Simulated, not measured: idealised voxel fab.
Process module under the name voxel fin reveal
FYI the section here is cut, 155 nm wide, cells are 5 nm squares.
Cross-section spec: square-cell grid; bands listed top down; each band is one or more rows.
Read a band's entry like this: the first values are the height of its top and the height of its bottom in nm, and what follows is the sequence of materials from left to right, each with its width in nm. Note that "empty" is empty space, and that a single material marked "everywhere" reaches across the band from edge to edge.
Basically, 0 is our baseline, since under it the wafer straight out of the box is all one material. The bottom band has no lower end and keeps on going down, so it looks like "0 -> down".
A width such as "30..40" changes by the same amount from each row of cells to the next, from the band's top row to its bottom row.
No cell of the cross-section changed in a step that is given as "nothing altered".
So "Unvented voids" is basically the list of trapped voids: any empty space of 8 cells or more that can't reach the top through an opening. They're written width x height at distance, the distance being from the left edge, and it's all nm.
Formally, on a step line, whatever follows the settings is a remark that the simulator itself makes on the step.
You can add "overlay nm" to a step's line. For a step with a mask, it describes how far the mask lay to the right of its planned position, and a negative number describes a lay to the left.

Planned step list for the process:
1: RECEIVE, material Si
2: CONFORMAL_DEP, material SiN, thk nm 10
3: DIRECTIONAL_DEP, material aC, thk nm 15
4: PATTERN, tone cover, mask id FINS, material resist, width nm 15, pitch nm 40, thk nm 30, overlay nm 0
5: DIRECTIONAL_ETCH, etch materials aC, depth nm 15
6: STRIP, etch materials resist
7: DIRECTIONAL_ETCH, etch materials SiN, depth nm 10
8: DIRECTIONAL_ETCH, etch materials Si, depth nm 30
9: STRIP, etch materials aC
10: FILL_DEP, material SiO2, thk nm 15
11: CMP, height nm 10
12: SELECTIVE_ETCH, etch materials SiO2, depth nm 30
13: STRIP, etch materials SiN
14: CONFORMAL_DEP, material HfO2, thk nm 5

Account of the first of two wafers, which was processed as intended:

Incoming wafer in cross-section (state: after step 1):
    0 -> down | Si everywhere
    Unvented voids: none

Take a look at the wafer's cross-section after step 2:
    10 -> 0 | SiN everywhere
    Everything under 0 stays put, no change at all.

Take a look at the wafer's cross-section after step 3:
    25 -> 10 | aC everywhere
    Everything under 10 stays put, no change at all.

Take a look at the wafer's cross-section after step 4:
    55 -> 25 | empty 50  resist 15  empty 25  resist 15  empty 50
    Everything under 25 stays put, no change at all.

Take a look at the wafer's cross-section after step 5:
    40 -> 25 | empty 50  resist 15  empty 25  resist 15  empty 50
    25 -> 10 | empty 50  aC 15  empty 25  aC 15  empty 50
    Everything under 10 stays put, no change at all.

Take a look at the wafer's cross-section after step 6:
    25 -> 10 | empty 50  aC 15  empty 25  aC 15  empty 50
    Everything under 10 stays put, no change at all.

Take a look at the wafer's cross-section after step 7:
    25 -> 10 | empty 50  aC 15  empty 25  aC 15  empty 50
    10 -> 0 | empty 50  SiN 15  empty 25  SiN 15  empty 50
    Everything under 0 stays put, no change at all.

Take a look at the wafer's cross-section after step 8:
    25 -> 10 | empty 50  aC 15  empty 25  aC 15  empty 50
    10 -> 0 | empty 50  SiN 15  empty 25  SiN 15  empty 50
    0 -> -30 | empty 50  Si 15  empty 25  Si 15  empty 50
    Everything under -30 stays put, no change at all.

Take a look at the wafer's cross-section after step 9:
    10 -> 0 | empty 50  SiN 15  empty 25  SiN 15  empty 50
    Everything under 0 stays put, no change at all.

Take a look at the wafer's cross-section after step 10:
    25 -> 10 | SiO2 everywhere
    10 -> 0 | SiO2 50  SiN 15  SiO2 25  SiN 15  SiO2 50
    0 -> -30 | SiO2 50  Si 15  SiO2 25  Si 15  SiO2 50
    Everything under -30 stays put, no change at all.

Take a look at the wafer's cross-section after step 11:
    10 -> 0 | SiO2 50  SiN 15  SiO2 25  SiN 15  SiO2 50
    Everything under 0 stays put, no change at all.

Take a look at the wafer's cross-section after step 12:
    10 -> 0 | empty 50  SiN 15  empty 25  SiN 15  empty 50
    0 -> -20 | empty 50  Si 15  empty 25  Si 15  empty 50
    Everything under -20 stays put, no change at all.

Take a look at the wafer's cross-section after step 13:
    0 -> -20 | empty 50  Si 15  empty 25  Si 15  empty 50
    Everything under -20 stays put, no change at all.

Take a look at the wafer's cross-section after step 14:
    5 -> 0 | empty 45  HfO2 25  empty 15  HfO2 25  empty 45
    0 -> -15 | empty 45  HfO2 5  Si 15  HfO2 5  empty 15  HfO2 5  Si 15  HfO2 5  empty 45
    -15 -> -20 | HfO2 50  Si 15  HfO2 25  Si 15  HfO2 50
    Everything under -20 stays put, no change at all.

The remaining wafer, second of the two, started like the first and was run to the same plan, except that one mistake was made along the way; the two coincide through step 13, inclusive:

Second wafer: cross-section at the scheduled end of step 14:
    15 -> 0 | empty 35  HfO2 85  empty 35
    0 -> -5 | empty 35  HfO2 15  Si 15  HfO2 25  Si 15  HfO2 15  empty 35
    -5 -> -20 | HfO2 50  Si 15  HfO2 25  Si 15  HfO2 50
    Everything under -20 stays put, no change at all.
Error vs. plan: not per plan at step 14, really ran CONFORMAL_DEP, material HfO2, thk nm 15
The closing comparison, in cells, has the second wafer with more or fewer of some materials than the first: 90 more of HfO2
